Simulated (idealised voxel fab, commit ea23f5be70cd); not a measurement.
process module | voxel released beams
cross-section cut | 185 nm wide | cells 5 nm
A cross-section is a grid of square cells, given in bands from the top down. A band is one or more rows of cells.
Each band's line starts with the height of the band's top and of its bottom, in nm. Then come its materials from left to right, each with its width in nm. One material with "throughout" fills the band from edge to edge. "air" is empty space.
Height 0 is the level under which the wafer as received is all one material. The lowest band goes on downwards, as in "0 down".
A width such as "30 to 40" changes by the same amount from each row of cells to the next, from the band's top row to its bottom row.
"no change" after a step means that no cell of the cross-section changed.
closed voids: empty space of 8 cells or more with no open way to the top, each as width x height at its distance from the left edge, in nm
after a step's settings: what the simulator itself notes on the step
overlay nm, on a step with a mask: how far to the right of its planned place the mask lay; to the left if negative
plan
1 op RECEIVE | material Si
2 op CONFORMAL_DEP | material SiN | thk nm 5
3 op DIRECTIONAL_DEP | material SiO2 | thk nm 20
4 op MASKED_ETCH | tone open | mask id ANCHOR | width nm 35 | etch materials SiO2 | depth nm 20 | overlay nm 0
5 op CONFORMAL_DEP | material W | thk nm 10
6 op PATTERN | tone cover | mask id BEAM | material resist | width nm 105 | thk nm 20 | overlay nm 0
7 op DIRECTIONAL_ETCH | etch materials W | depth nm 10
8 op STRIP | etch materials resist
9 op STRIP | etch materials SiO2
as received, after step 1
  0 down: Si throughout
  closed voids: none
first wafer at the end, as planned
  35 to 25: air 35 | W 15 | air 15 | W 75 | air 45
  25 to 15: air 40 | W 10 | air 15 | W 10 | air 110
  15 to 5: air 40 | W 35 | air 110
  5 to 0: SiN throughout
  0 down: Si throughout
  closed voids: none
second wafer at the end: like start, like plan, one mistake
  15 to 5: air 35 | W 105 | air 45
  5 to 0: SiN throughout
  0 down: Si throughout
  closed voids: none
what went wrong: step 3 was left out
at the end the second wafer has, in cells: 16 fewer of W
